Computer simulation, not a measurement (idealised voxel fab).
process module | voxel capacitor over wiring
cross-section cut | 145 nm wide | cells 5 nm
A cross-section is a grid of square cells, given in bands from the top down. A band is one or more rows of cells.
Each band's line starts with the height of the band's top and of its bottom, in nm. Then come its materials from left to right, each with its width in nm. One material with "throughout" fills the band from edge to edge. "air" is empty space.
Height 0 is the level under which the wafer as received is all one material. The lowest band goes on downwards, as in "0 down".
A width such as "30 to 40" changes by the same amount from each row of cells to the next, from the band's top row to its bottom row.
"no change" after a step means that no cell of the cross-section changed.
closed voids: empty space of 8 cells or more with no open way to the top, each as width x height at its distance from the left edge, in nm
after a step's settings: what the simulator itself notes on the step
overlay nm, on a step with a mask: how far to the right of its planned place the mask lay; to the left if negative
plan
1 op RECEIVE | material Si
2 op CONFORMAL_DEP | material SiO2 | thk nm 15
3 op DIRECTIONAL_DEP | material TiN | thk nm 5
4 op DIRECTIONAL_DEP | material Ru | thk nm 15
5 op PATTERN | tone cover | mask id METAL_1 | material resist | width nm 25 | pitch nm 75 | thk nm 20 | overlay nm 0
6 op DIRECTIONAL_ETCH | etch materials Ru | depth nm 15
7 op DIRECTIONAL_ETCH | etch materials TiN | depth nm 5
8 op STRIP | etch materials resist
9 op FILL_DEP | material SiO2 | thk nm 10
10 op CMP | height nm 35
11 op CONFORMAL_DEP | material SiCN | thk nm 5
12 op DIRECTIONAL_DEP | material SiO2 | thk nm 10
13 op DIRECTIONAL_DEP | material aC | thk nm 15
14 op PATTERN | tone open | mask id PLUG_1 | material resist | width nm 15 | thk nm 30 | overlay nm 0
15 op DIRECTIONAL_ETCH | etch materials aC | depth nm 15
16 op STRIP | etch materials resist
17 op DIRECTIONAL_ETCH | etch materials SiO2 | depth nm 10
18 op DIRECTIONAL_ETCH | etch materials SiCN | depth nm 5
19 op STRIP | etch materials aC
20 op CONFORMAL_DEP | material TiN | thk nm 5
21 op FILL_DEP | material W | thk nm 5
22 op CMP | height nm 50
23 op DIRECTIONAL_DEP | material TiN | thk nm 5
24 op DIRECTIONAL_DEP | material Al2O3 | thk nm 5
25 op DIRECTIONAL_DEP | material TiN | thk nm 10
26 op DIRECTIONAL_DEP | material aC | thk nm 10
27 op PATTERN | tone cover | mask id UPPER_PLATE | material resist | width nm 55 | thk nm 25 | overlay nm 0
28 op DIRECTIONAL_ETCH | etch materials aC | depth nm 10
29 op STRIP | etch materials resist
30 op DIRECTIONAL_ETCH | etch materials TiN | depth nm 10
31 op DIRECTIONAL_ETCH | etch materials Al2O3 | depth nm 5
32 op STRIP | etch materials aC
33 op PATTERN | tone cover | mask id LOWER_PLATE | material resist | width nm 65 | thk nm 15 | overlay nm 0
34 op DIRECTIONAL_ETCH | etch materials TiN | depth nm 5
35 op STRIP | etch materials resist
36 op FILL_DEP | material SiO2 | thk nm 20
37 op CMP | height nm 85
38 op PATTERN | tone open | mask id PLUG_2 | material resist | width nm 15 | thk nm 20 | overlay nm 0
39 op DIRECTIONAL_ETCH | etch materials SiO2 | depth nm 15
40 op STRIP | etch materials resist
41 op CONFORMAL_DEP | material TiN | thk nm 5
42 op FILL_DEP | material Ru | thk nm 5
43 op CMP | height nm 85
44 op CONFORMAL_DEP | material SiN | thk nm 5
as received, after step 1
  0 down: Si throughout
  closed voids: none
a wafer at the end: this start, this plan, one mistake
  90 to 85: SiN throughout
  85 to 75: SiO2 40 | TiN 5 | Ru 5 | TiN 5 | SiO2 90
  75 to 70: SiO2 40 | TiN 15 | SiO2 90
  70 to 60: SiO2 30 | TiN 55 | SiO2 60
  60 to 55: SiO2 30 | Al2O3 55 | SiO2 60
  55 to 50: SiO2 25 | TiN 65 | SiO2 55
  50 to 40: SiO2 30 | TiN 5 | W 5 | TiN 5 | SiO2 100
  40 to 35: SiCN 30 | TiN 15 | SiCN 100
  35 to 30: SiO2 20 | TiN 25 | SiO2 50 | TiN 25 | SiO2 25
  30 to 15: TiN throughout
  15 to 0: SiO2 throughout
  0 down: Si throughout
  closed voids: none
what went wrong: step 4 ran as: op DIRECTIONAL_DEP | material TiN | thk nm 15
